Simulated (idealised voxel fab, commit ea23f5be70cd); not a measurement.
Process module heading - voxel local oxidation
300 nm wide, 5 nm square cells: that's cross-section cut.
The cross-sections in this document take the form of a grid made of square cells. They are written out as bands, in order from top to bottom. Each band consists of one or more rows of cells.
Quick guide to a band line: top height, bottom height (nm) up front; then every material left to right with its width in nm. Only one material and it's marked "everywhere"? Then it fills the band edge to edge. And "empty" just means empty space.
Height 0 is the level under which the wafer as received is all one material. The lowest band goes on downwards, as in "0 down".
The notation "30->40" denotes a width that varies across the rows of cells in the band, beginning at the first number in the top row, finishing at the second number in the bottom row, and changing by an identical amount from each row to the next.
"nothing was modified" after a step means that no cell of the cross-section changed.
"Enclosed void listing": empty spaces of 8 cells or more with no open way to the top, each given as width x height at distance, distance from the left edge, all in nm.
What comes after the settings on a step's line is commentary from the simulator itself on that step.
When a step includes a mask, the "overlay nm" setting on its line states how far to the right of its planned place that mask lay, and negative values state how far to the left.
PROCESS STEPS FORESEEN IN THE PLAN
1. RECEIVE: material Si
2. CONFORMAL_DEP: material SiO2, thk nm 5
3. CONFORMAL_DEP: material SiN, thk nm 15
4. PATTERN: tone cover, mask id ACTIVE, material resist, width nm 100, thk nm 15, overlay nm 0
5. DIRECTIONAL_ETCH: etch materials SiN, depth nm 15
6. STRIP: etch materials resist
7. SELECTIVE_ETCH: etch materials SiO2, depth nm 5
8. OXIDIZE: depth nm 10
9. STRIP: etch materials SiN
HERE'S WHAT THE WAFER LOOKED LIKE IN CROSS-SECTION WHEN IT ARRIVED - THAT'S AFTER STEP 1
0 down  Si everywhere
Enclosed void listing: none
WAFER CROSS-SECTION AT MODULE END: FIRST OF TWO, RUN TO PLAN
5 to 0  105 nm empty, 90 nm SiO2, 105 nm empty
0 to -10  115 nm SiO2, 70 nm Si, 115 nm SiO2
-10 down  Si everywhere
Enclosed void listing: none
CROSS-SECTION AT END OF MODULE FOR THE SECOND WAFER OF TWO, WHICH MATCHED THE FIRST IN STARTING POINT AND PLAN AND DIFFERED BY ONE MISTAKE IN ITS PROCESSING
5 to 0  95 nm SiO2, 110 nm empty, 95 nm SiO2
0 to -10  85 nm Si, 130 nm SiO2, 85 nm Si
-10 down  Si everywhere
Enclosed void listing: none
what went wrong: heads up, step 4 didn't go per plan, it actually ran as PATTERN: tone open, mask id ACTIVE, material resist, width nm 100, thk nm 15, overlay nm 0
At the finish, the second wafer shows more or fewer cells for some materials than the first does: +40 Si | -20 SiO2
